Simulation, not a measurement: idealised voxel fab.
Herein follows the process module entitled voxel transistor to metal.
Section cut is 155 nm wide and gridded with 5 nm square cells.
Throughout this document, each cross-section is represented as a grid of square cells and is presented as a sequence of bands enumerated from the top downward, where a band comprises one or more rows of cells.
This entry defines a band. It first specifies the height of the band's top and the height of its bottom in nm, and then specifies the band's materials from left to right, stating each material with its width in nm. The word "everywhere" identifies a single material that fills the band from edge to edge, while the word "empty" identifies empty space.
A quick word on heights: they are counted from 0, and under that level the wafer as it came to us is one material throughout. The lowest band is different from the rest in having no bottom; it simply continues downward, written as in "from 0 down".
The expression "30 to 40" gives the width at the extremes of the band, the first number at its top row of cells and the second at its bottom row, with the width changing by equal amounts from each row to the next in between.
Take "nothing was modified" at face value: in the step it is given for, the cross-section changed in none of its cells.
The list in "Trapped void list" covers empty spaces of 8 cells or more that cannot reach the top through any open way, and it gives each as width x height at distance; the distance is from the left edge, and width, height and distance are in nm.
Post-settings text on a step line: simulator's own remark regarding the step.
On any step carrying a mask, the "overlay nm" setting, if present on the step's line, tells how far right of its planned place the mask lay; negative values point to the left.
Plan:
1,RECEIVE,material Si
2,OXIDIZE,depth nm 5
3,CONFORMAL_DEP,material SiN,thk nm 15
4,DIRECTIONAL_DEP,material aC,thk nm 10
5,PATTERN,tone cover,mask id ACTIVE,material resist,width nm 105,thk nm 25,overlay nm 0
6,DIRECTIONAL_ETCH,etch materials aC,depth nm 10
7,STRIP,etch materials resist
8,DIRECTIONAL_ETCH,etch materials SiN,depth nm 15
9,DIRECTIONAL_ETCH,etch materials SiO2,depth nm 5
10,DIRECTIONAL_ETCH,etch materials Si,depth nm 30
11,STRIP,etch materials aC
12,OXIDIZE,depth nm 5
13,FILL_DEP,material SiO2,thk nm 15
14,CMP,height nm 15
15,SELECTIVE_ETCH,etch materials SiO2,depth nm 15
16,STRIP,etch materials SiN
17,SELECTIVE_ETCH,etch materials SiO2,depth nm 5
18,OXIDIZE,depth nm 5
19,DIRECTIONAL_DEP,material polySi,thk nm 25
20,DIRECTIONAL_DEP,material SiCN,thk nm 10
21,PATTERN,tone cover,mask id GATE,material resist,width nm 15,thk nm 15,overlay nm 0
22,DIRECTIONAL_ETCH,etch materials SiCN,depth nm 20
23,DIRECTIONAL_ETCH,etch materials polySi,depth nm 35
24,STRIP,etch materials resist
25,CONFORMAL_DEP,material SiN,thk nm 10
26,DIRECTIONAL_ETCH,etch materials SiN,depth nm 10
27,DIRECTIONAL_ETCH,etch materials SiO2,depth nm 5
28,EPI,material nSi,thk nm 5
29,FILL_DEP,material SiO2,thk nm 10
30,CMP,height nm 30
31,DIRECTIONAL_DEP,material SiO2,thk nm 10
32,PATTERN,tone open,mask id CONTACT,material resist,width nm 30,pitch nm 55,thk nm 20,overlay nm 0
33,DIRECTIONAL_ETCH,etch materials SiO2,depth nm 45
34,STRIP,etch materials resist
35,CONFORMAL_DEP,material TiN,thk nm 5
36,FILL_DEP,material Ru,thk nm 5
37,CMP,height nm 40
38,DIRECTIONAL_DEP,material TiN,thk nm 5
39,DIRECTIONAL_DEP,material Ru,thk nm 15
40,PATTERN,tone cover,mask id METAL_1,material resist,width nm 15,pitch nm 65,thk nm 15,overlay nm 0
41,DIRECTIONAL_ETCH,etch materials Ru,depth nm 15
42,DIRECTIONAL_ETCH,etch materials TiN,depth nm 5
43,STRIP,etch materials resist
44,CONFORMAL_DEP,material SiN,thk nm 5
45,FILL_DEP,material SiO2,thk nm 5
46,CMP,height nm 60
47,CONFORMAL_DEP,material SiCN,thk nm 5
48,DIRECTIONAL_DEP,material SiO2,thk nm 35
49,DIRECTIONAL_DEP,material aC,thk nm 10
50,PATTERN,tone open,mask id METAL_2_HOLES,material resist,width nm 15,pitch nm 65,thk nm 30,overlay nm 0
51,DIRECTIONAL_ETCH,etch materials aC,depth nm 10
52,STRIP,etch materials resist
53,DIRECTIONAL_ETCH,etch materials SiO2,depth nm 35
54,STRIP,etch materials aC
55,DIRECTIONAL_DEP,material aC,thk nm 15
56,PATTERN,tone open,mask id METAL_2,material resist,width nm 20,pitch nm 65,thk nm 35,overlay nm 0
57,DIRECTIONAL_ETCH,etch materials aC,depth nm 15
58,STRIP,etch materials resist
59,DIRECTIONAL_ETCH,etch materials SiO2,depth nm 20
60,DIRECTIONAL_ETCH,etch materials SiCN,depth nm 5
61,STRIP,etch materials aC
62,CONFORMAL_DEP,material TiN,thk nm 5
63,FILL_DEP,material Ru,thk nm 5
64,CMP,height nm 100
65,CONFORMAL_DEP,material SiN,thk nm 5
The value of width nm given for step 40 in the plan refers to the first wafer; the wafers vary in this setting and are alike at the start.
Cut through the first of several wafers as received, post step 1:
> from 0 down | Si everywhere
> Trapped void list: none
Each row below is a wafer at the end of the module, listing for every material the number of cells it has gained (+) or lost (-) since it was received, followed by its closed voids:
width nm 15 | +88 Ru | -134 Si | +31 SiCN | +96 SiN | +455 SiO2 | +86 TiN | +14 nSi | +15 polySi | Trapped void list: none
width nm 20 | +94 Ru | -134 Si | +31 SiCN | +94 SiN | +449 SiO2 | +88 TiN | +14 nSi | +15 polySi | Trapped void list: none
width nm 25 | +100 Ru | -134 Si | +31 SiCN | +92 SiN | +443 SiO2 | +90 TiN | +14 nSi | +15 polySi | Trapped void list: none
width nm 30 | +106 Ru | -134 Si | +31 SiCN | +90 SiN | +437 SiO2 | +92 TiN | +14 nSi | +15 polySi | Trapped void list: none
width nm 35 | +112 Ru | -134 Si | +31 SiCN | +88 SiN | +431 SiO2 | +94 TiN | +14 nSi | +15 polySi | Trapped void list: none
